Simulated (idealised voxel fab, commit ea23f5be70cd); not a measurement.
Documented hereafter: the process module known as voxel air gaps.
The cross-section on display is named cut; it measures 175 nm wide, and its cells are 5 nm squares.
Cross-section spec: square-cell grid; bands listed top down; each band is one or more rows.
First you get the band's top height and its bottom height, in nm, and then the materials it's made of, left to right, with each width in nm. If you see a single material with "all across", that one covers the band edge to edge. "empty" is empty space.
The level at which height equals 0 is the one under which the wafer, as it arrives, is entirely one material. No lower edge exists for the bottom band, which continues downward and is notated as in "0 and below".
The expression "30..40" gives the width at the extremes of the band, the first number at its top row of cells and the second at its bottom row, with the width changing by equal amounts from each row to the next in between.
It should be understood that the words "no alteration", when stated for a given step, signify that the cross-section underwent no change in any of its cells during that step.
You'll see "Sealed voids" listing empty spaces that have no way open to the top, as long as they're 8 cells or more; the notation is width x height at distance, where the distance is from the left edge, and all of it is in nm.
Read whatever lies past the settings on a step's line as the simulator's own remark about the step.
For masked steps, "overlay nm" on the step line gives how far right of plan the mask actually lay; a minus sign means it lay to the left.

**Below is the list of planned process steps**
step 1: op RECEIVE | material Si
step 2: op CONFORMAL_DEP | material SiO2 | thk nm 15
step 3: op CONFORMAL_DEP | material SiN | thk nm 5
step 4: op DIRECTIONAL_DEP | material SiO2 | thk nm 40
step 5: op MASKED_ETCH | tone open | mask id LINES | width nm 25 | pitch nm 50 | etch materials SiO2 | depth nm 40 | overlay nm 0
step 6: op CONFORMAL_DEP | material TiN | thk nm 5
step 7: op FILL_DEP | material Cu | thk nm 10
step 8: op CMP | height nm 60
step 9: op EPI | material Ru | thk nm 10
step 10: op SELECTIVE_ETCH | etch materials SiO2 | depth nm 50
step 11: op CONFORMAL_DEP | material SiCN | thk nm 5

**First of two wafers, processed according to plan**

**As-received state of the wafer in cross-section, equivalent to post-step 1**
	0 and below = Si all across
	Sealed voids: none

**Step 2 done - wafer cross-section**
	15 down to 0 = SiO2 all across
	Rest of section, below 0: as before.

**Step 3 done - wafer cross-section**
	20 down to 15 = SiN all across
	Rest of section, below 15: as before.

**Step 4 done - wafer cross-section**
	60 down to 20 = SiO2 all across
	Rest of section, below 20: as before.

**Step 5 done - wafer cross-section**
	60 down to 20 = 25 of SiO2; 25 of empty; 25 of SiO2; 25 of empty; 25 of SiO2; 25 of empty; 25 of SiO2
	Rest of section, below 20: as before.

**Step 6 done - wafer cross-section**
	65 down to 60 = 30 of TiN; 15 of empty; 35 of TiN; 15 of empty; 35 of TiN; 15 of empty; 30 of TiN
	60 down to 25 = 25 of SiO2; 5 of TiN; 15 of empty; 5 of TiN; 25 of SiO2; 5 of TiN; 15 of empty; 5 of TiN; 25 of SiO2; 5 of TiN; 15 of empty; 5 of TiN; 25 of SiO2
	25 down to 20 = 25 of SiO2; 25 of TiN; 25 of SiO2; 25 of TiN; 25 of SiO2; 25 of TiN; 25 of SiO2
	Rest of section, below 20: as before.

**Step 7 done - wafer cross-section**
	75 down to 65 = Cu all across
	65 down to 60 = 30 of TiN; 15 of Cu; 35 of TiN; 15 of Cu; 35 of TiN; 15 of Cu; 30 of TiN
	60 down to 25 = 25 of SiO2; 5 of TiN; 15 of Cu; 5 of TiN; 25 of SiO2; 5 of TiN; 15 of Cu; 5 of TiN; 25 of SiO2; 5 of TiN; 15 of Cu; 5 of TiN; 25 of SiO2
	Rest of section, below 25: as before.

**Step 8 done - wafer cross-section**
	60 down to 25 = 25 of SiO2; 5 of TiN; 15 of Cu; 5 of TiN; 25 of SiO2; 5 of TiN; 15 of Cu; 5 of TiN; 25 of SiO2; 5 of TiN; 15 of Cu; 5 of TiN; 25 of SiO2
	Rest of section, below 25: as before.

**Step 9 done - wafer cross-section**
	70 down to 60 = 15 of empty; 45 of Ru; 5 of empty; 45 of Ru; 5 of empty; 45 of Ru; 15 of empty
	Rest of section, below 60: as before.

**Step 10 done - wafer cross-section**
	70 down to 60 = 15 of empty; 45 of Ru; 5 of empty; 45 of Ru; 5 of empty; 45 of Ru; 15 of empty
	60 down to 25 = 25 of empty; 5 of TiN; 15 of Cu; 5 of TiN; 25 of empty; 5 of TiN; 15 of Cu; 5 of TiN; 25 of empty; 5 of TiN; 15 of Cu; 5 of TiN; 25 of empty
	25 down to 20 = 25 of empty; 25 of TiN; 25 of empty; 25 of TiN; 25 of empty; 25 of TiN; 25 of empty
	Rest of section, below 20: as before.

**Step 11 done - wafer cross-section**
	75 down to 70 = 10 of empty; 155 of SiCN; 10 of empty
	70 down to 60 = 10 of empty; 5 of SiCN; 45 of Ru; 5 of SiCN; 45 of Ru; 5 of SiCN; 45 of Ru; 5 of SiCN; 10 of empty
	60 down to 55 = 10 of empty; 15 of SiCN; 5 of TiN; 15 of Cu; 5 of TiN; 25 of SiCN; 5 of TiN; 15 of Cu; 5 of TiN; 25 of SiCN; 5 of TiN; 15 of Cu; 5 of TiN; 15 of SiCN; 10 of empty
	55 down to 25 = 20 of empty; 5 of SiCN; 5 of TiN; 15 of Cu; 5 of TiN; 5 of SiCN; 15 of empty; 5 of SiCN; 5 of TiN; 15 of Cu; 5 of TiN; 5 of SiCN; 15 of empty; 5 of SiCN; 5 of TiN; 15 of Cu; 5 of TiN; 5 of SiCN; 20 of empty
	25 down to 20 = 25 of SiCN; 25 of TiN; 25 of SiCN; 25 of TiN; 25 of SiCN; 25 of TiN; 25 of SiCN
	Rest of section, below 20: as before.
	Sealed voids: 15 x 30 at 55; 15 x 30 at 105

**The remaining wafer, second of the two, started like the first and was run to the same plan, except that one mistake was made along the way; the two coincide through step 4, inclusive**

**Here is the second wafer in cross-section at the point where step 5 of the plan should have been done**
	60 down to 20 = 25 of empty; 25 of SiO2; 25 of empty; 25 of SiO2; 25 of empty; 25 of SiO2; 25 of empty
	Rest of section, below 20: as before.

**Here is the second wafer in cross-section at the point where step 6 of the plan should have been done**
	65 down to 60 = 20 of empty; 35 of TiN; 15 of empty; 35 of TiN; 15 of empty; 35 of TiN; 20 of empty
	60 down to 25 = 20 of empty; 5 of TiN; 25 of SiO2; 5 of TiN; 15 of empty; 5 of TiN; 25 of SiO2; 5 of TiN; 15 of empty; 5 of TiN; 25 of SiO2; 5 of TiN; 20 of empty
	25 down to 20 = 25 of TiN; 25 of SiO2; 25 of TiN; 25 of SiO2; 25 of TiN; 25 of SiO2; 25 of TiN
	Rest of section, below 20: as before.

**Here is the second wafer in cross-section at the point where step 7 of the plan should have been done**
	75 down to 65 = Cu all across
	65 down to 60 = 20 of Cu; 35 of TiN; 15 of Cu; 35 of TiN; 15 of Cu; 35 of TiN; 20 of Cu
	60 down to 25 = 20 of Cu; 5 of TiN; 25 of SiO2; 5 of TiN; 15 of Cu; 5 of TiN; 25 of SiO2; 5 of TiN; 15 of Cu; 5 of TiN; 25 of SiO2; 5 of TiN; 20 of Cu
	Rest of section, below 25: as before.

**Here is the second wafer in cross-section at the point where step 8 of the plan should have been done**
	60 down to 25 = 20 of Cu; 5 of TiN; 25 of SiO2; 5 of TiN; 15 of Cu; 5 of TiN; 25 of SiO2; 5 of TiN; 15 of Cu; 5 of TiN; 25 of SiO2; 5 of TiN; 20 of Cu
	Rest of section, below 25: as before.

**Here is the second wafer in cross-section at the point where step 9 of the plan should have been done**
	70 down to 60 = 35 of Ru; 5 of empty; 45 of Ru; 5 of empty; 45 of Ru; 5 of empty; 35 of Ru
	Rest of section, below 60: as before.

**Here is the second wafer in cross-section at the point where step 10 of the plan should have been done**
	70 down to 60 = 35 of Ru; 5 of empty; 45 of Ru; 5 of empty; 45 of Ru; 5 of empty; 35 of Ru
	60 down to 25 = 20 of Cu; 5 of TiN; 25 of empty; 5 of TiN; 15 of Cu; 5 of TiN; 25 of empty; 5 of TiN; 15 of Cu; 5 of TiN; 25 of empty; 5 of TiN; 20 of Cu
	25 down to 20 = 25 of TiN; 25 of empty; 25 of TiN; 25 of empty; 25 of TiN; 25 of empty; 25 of TiN
	Rest of section, below 20: as before.

**Here is the second wafer in cross-section at the point where step 11 of the plan should have been done**
	75 down to 70 = SiCN all across
	70 down to 60 = 35 of Ru; 5 of SiCN; 45 of Ru; 5 of SiCN; 45 of Ru; 5 of SiCN; 35 of Ru
	60 down to 55 = 20 of Cu; 5 of TiN; 25 of SiCN; 5 of TiN; 15 of Cu; 5 of TiN; 25 of SiCN; 5 of TiN; 15 of Cu; 5 of TiN; 25 of SiCN; 5 of TiN; 20 of Cu
	55 down to 25 = 20 of Cu; 5 of TiN; 5 of SiCN; 15 of empty; 5 of SiCN; 5 of TiN; 15 of Cu; 5 of TiN; 5 of SiCN; 15 of empty; 5 of SiCN; 5 of TiN; 15 of Cu; 5 of TiN; 5 of SiCN; 15 of empty; 5 of SiCN; 5 of TiN; 20 of Cu
	25 down to 20 = 25 of TiN; 25 of SiCN; 25 of TiN; 25 of SiCN; 25 of TiN; 25 of SiCN; 25 of TiN
	Rest of section, below 20: as before.
	Sealed voids: 15 x 30 at 30; 15 x 30 at 80; 15 x 30 at 130
what went wrong: step 5 ran with different settings than intended, the actual operation and settings being op MASKED_ETCH | tone cover | mask id LINES | width nm 25 | pitch nm 50 | etch materials SiO2 | depth nm 40 | overlay nm 0
Final comparison by cell count, materials where the second wafer has more or fewer than the first: Cu: 35 more | Ru: 10 more | SiCN: 4 fewer | TiN: 5 more
Upon completion, the first wafer exhibits 2 closed voids and the second wafer exhibits 3.
